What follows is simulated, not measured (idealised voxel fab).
Presented below is a process module, voxel self aligned vias.
Pictured: cross-section cut, 210 nm wide, on a grid of 5 nm square cells.
A cross-section in this document is a grid of square cells, and it is written down as bands, the top band listed before the ones below it; a band is made up of one or more rows of cells. Heights first: top, then bottom, in nm. Then materials, left to right, each with a width in nm. "throughout" on a single material: fills the band edge to edge. "blank": empty space. Height is counted from the level 0, under which the received wafer is composed throughout of one material. The lowest of the bands is not closed at the bottom but continues downward, in the notation "0 and below". When a width is written as two numbers, as in "30..40", the first number is the width in the top row of cells of the band and the second is the width in its bottom row, and the width changes by the same amount from each row to the next. Take "no alteration" at face value: in the step it is given for, the cross-section changed in none of its cells. "Enclosed void catalog" specifies each empty space that is not open to the top and that occupies no fewer than 8 cells, using the form width x height at distance, the distance measured from the left edge and all three quantities in nm. after a step's settings: what the simulator itself notes on the step. The line of a step may include "overlay nm". On a step with a mask, this value is how far to the right of its planned place the mask lay. A negative value means the mask lay to the left.
The following list gives the planned process steps
- 1: RECEIVE [material Si]
- 2: CONFORMAL_DEP [material SiO2] [thk nm 15]
- 3: CONFORMAL_DEP [material SiCN] [thk nm 5]
- 4: DIRECTIONAL_DEP [material lowk] [thk nm 20]
- 5: DIRECTIONAL_DEP [material aC] [thk nm 10]
- 6: PATTERN [tone open] [mask id LINES] [material resist] [width nm 25] [pitch nm 65] [thk nm 25] [overlay nm 0]
- 7: DIRECTIONAL_ETCH [etch materials aC] [depth nm 10]
- 8: STRIP [etch materials resist]
- 9: DIRECTIONAL_ETCH [etch materials lowk] [depth nm 20]
- 10: STRIP [etch materials aC]
- 11: CONFORMAL_DEP [material TiN] [thk nm 5]
- 12: FILL_DEP [material Ru] [thk nm 10]
- 13: CMP [height nm 40]
- 14: SELECTIVE_ETCH [etch materials W Ru TiN] [depth nm 10]
- 15: FILL_DEP [material SiN] [thk nm 10]
- 16: CMP [height nm 40]
- 17: DIRECTIONAL_DEP [material lowk] [thk nm 15]
- 18: PATTERN [tone open] [mask id VIAS] [material resist] [width nm 45] [pitch nm 65] [thk nm 15] [overlay nm 0]
- 19: DIRECTIONAL_ETCH [etch materials lowk] [depth nm 15]
- 20: DIRECTIONAL_ETCH [etch materials SiN] [depth nm 10]
- 21: STRIP [etch materials resist]
- 22: CONFORMAL_DEP [material TiN] [thk nm 5]
- 23: FILL_DEP [material W] [thk nm 5]
- 24: CMP [height nm 55]
- 25: CONFORMAL_DEP [material SiN] [thk nm 5]
Cross-sectional view of the wafer in its as-received condition, corresponding to the state after step 1
0 and below: Si throughout
Enclosed void catalog: none
First of two wafers, end-of-module section, run followed plan
60 down to 55: SiN throughout
55 down to 45: 15 nm lowk  5 nm TiN  35 nm W  5 nm TiN  20 nm lowk  5 nm TiN  35 nm W  5 nm TiN  20 nm lowk  5 nm TiN  35 nm W  5 nm TiN  20 nm lowk
45 down to 35: 15..25 nm lowk  15..5 nm TiN  15 nm W  15..5 nm TiN  20..40 nm lowk  15..5 nm TiN  15 nm W  15..5 nm TiN  20..40 nm lowk  15..5 nm TiN  15 nm W  15..5 nm TiN  20..30 nm lowk
35 down to 30: 25 nm lowk  25 nm TiN  40 nm lowk  25 nm TiN  40 nm lowk  25 nm TiN  30 nm lowk
30 down to 25: 25 nm lowk  5 nm TiN  15 nm Ru  5 nm TiN  40 nm lowk  5 nm TiN  15 nm Ru  5 nm TiN  40 nm lowk  5 nm TiN  15 nm Ru  5 nm TiN  30 nm lowk
25 down to 20: 25 nm lowk  25 nm TiN  40 nm lowk  25 nm TiN  40 nm lowk  25 nm TiN  30 nm lowk
20 down to 15: SiCN throughout
15 down to 0: SiO2 throughout
0 and below: Si throughout
Enclosed void catalog: none
Second wafer of the two, sectioned at the end of the module. It began like the first and followed the same plan, but one mistake was made while running it
60 down to 55: SiN throughout
55 down to 45: 15 nm lowk  5 nm TiN  35 nm W  5 nm TiN  20 nm lowk  5 nm TiN  35 nm W  5 nm TiN  20 nm lowk  5 nm TiN  35 nm W  5 nm TiN  20 nm lowk
45 down to 35: 15..35 nm lowk  25..5 nm TiN  15 nm W  5 nm TiN  20..40 nm lowk  25..5 nm TiN  15 nm W  5 nm TiN  20..40 nm lowk  25..5 nm TiN  15 nm W  5 nm TiN  20 nm lowk
35 down to 30: 35 nm lowk  25 nm TiN  40 nm lowk  25 nm TiN  40 nm lowk  25 nm TiN  20 nm lowk
30 down to 25: 35 nm lowk  5 nm TiN  15 nm Ru  5 nm TiN  40 nm lowk  5 nm TiN  15 nm Ru  5 nm TiN  40 nm lowk  5 nm TiN  15 nm Ru  5 nm TiN  20 nm lowk
25 down to 20: 35 nm lowk  25 nm TiN  40 nm lowk  25 nm TiN  40 nm lowk  25 nm TiN  20 nm lowk
20 down to 15: SiCN throughout
15 down to 0: SiO2 throughout
0 and below: Si throughout
Enclosed void catalog: none
What was the processing mistake? step 6 was processed under conditions differing from the plan, specifically as PATTERN [tone open] [mask id LINES] [material resist] [width nm 25] [pitch nm 65] [thk nm 25] [overlay nm 10]
Cell counts per material: same on both final wafers. Positions: different.
